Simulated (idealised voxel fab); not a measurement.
process module | voxel double patterning
cross-section cut | 285 nm wide | cells 5 nm
A cross-section is a grid of square cells, given in bands from the top down. A band is one or more rows of cells.
Each band's line starts with the height of the band's top and of its bottom, in nm. Then come its materials from left to right, each with its width in nm. One material with "throughout" fills the band from edge to edge. "air" is empty space.
Height 0 is the level under which the wafer as received is all one material. The lowest band goes on downwards, as in "0 down".
A width such as "30 to 40" changes by the same amount from each row of cells to the next, from the band's top row to its bottom row.
"no change" after a step means that no cell of the cross-section changed.
closed voids: empty space of 8 cells or more with no open way to the top, each as width x height at its distance from the left edge, in nm
after a step's settings: what the simulator itself notes on the step
overlay nm, on a step with a mask: how far to the right of its planned place the mask lay; to the left if negative
plan
1 op RECEIVE | material Si
2 op CONFORMAL_DEP | material SiO2 | thk nm 5
3 op DIRECTIONAL_DEP | material W | thk nm 10
4 op DIRECTIONAL_DEP | material SiCN | thk nm 10
5 op MASKED_ETCH | tone open | mask id FIRST | width nm 15 | pitch nm 50 | etch materials SiCN | depth nm 10 | overlay nm 0
6 op DIRECTIONAL_DEP | material aC | thk nm 15
7 op PATTERN | tone open | mask id SECOND | material resist | width nm 15 | thk nm 30 | overlay nm 0
8 op DIRECTIONAL_ETCH | etch materials aC | depth nm 15
9 op STRIP | etch materials resist
10 op DIRECTIONAL_ETCH | etch materials SiCN | depth nm 10
11 op STRIP | etch materials aC
12 op DIRECTIONAL_ETCH | etch materials W | depth nm 10
13 op STRIP | etch materials SiCN
first wafer, as planned
as received, after step 1
  0 down: Si throughout
  closed voids: none
after step 2
  5 to 0: SiO2 throughout
  below 0: unchanged
after step 3
  15 to 5: W throughout
  below 5: unchanged
after step 4
  25 to 15: SiCN throughout
  below 15: unchanged
after step 5
  25 to 15: SiCN 110 | air 15 | SiCN 35 | air 15 | SiCN 110
  below 15: unchanged
after step 6
  40 to 30: aC 110 | air 15 | aC 35 | air 15 | aC 110
  30 to 25: aC throughout
  25 to 15: SiCN 110 | aC 15 | SiCN 35 | aC 15 | SiCN 110
  below 15: unchanged
after step 7
  70 to 40: resist 135 | air 15 | resist 135
  40 to 30: aC 110 | resist 15 | aC 35 | resist 15 | aC 110
  below 30: unchanged
after step 8
  55 to 40: resist 135 | air 15 | resist 135
  40 to 30: aC 110 | resist 15 | aC 10 | air 15 | aC 10 | resist 15 | aC 110
  30 to 25: aC 135 | air 15 | aC 135
  below 25: unchanged
after step 9
  40 to 30: aC 110 | air 15 | aC 10 | air 15 | aC 10 | air 15 | aC 110
  below 30: unchanged
after step 10
  40 to 30: aC 110 | air 15 | aC 10 | air 15 | aC 10 | air 15 | aC 110
  30 to 25: aC 135 | air 15 | aC 135
  25 to 15: SiCN 110 | aC 15 | SiCN 10 | air 15 | SiCN 10 | aC 15 | SiCN 110
  below 15: unchanged
after step 11
  25 to 15: SiCN 110 | air 15 | SiCN 10 | air 15 | SiCN 10 | air 15 | SiCN 110
  below 15: unchanged
after step 12
  25 to 15: SiCN 110 | air 15 | SiCN 10 | air 15 | SiCN 10 | air 15 | SiCN 110
  15 to 5: W 110 | air 15 | W 10 | air 15 | W 10 | air 15 | W 110
  below 5: unchanged
after step 13
  15 to 5: W 110 | air 15 | W 10 | air 15 | W 10 | air 15 | W 110
  below 5: unchanged
second wafer: like start, like plan, one mistake. Through step 11 it matches the first wafer
when step 12 should have ended
  25 to 15: SiCN 110 | air 15 | SiCN 10 | air 15 | SiCN 10 | air 15 | SiCN 110
  15 to 10: W 110 | air 15 | W 10 | air 15 | W 10 | air 15 | W 110
  below 10: unchanged
when step 13 should have ended
  15 to 10: W 110 | air 15 | W 10 | air 15 | W 10 | air 15 | W 110
  below 10: unchanged
what went wrong: step 12 ran as: op DIRECTIONAL_ETCH | etch materials W | depth nm 5
at the end the second wafer has, in cells: 9 more of W
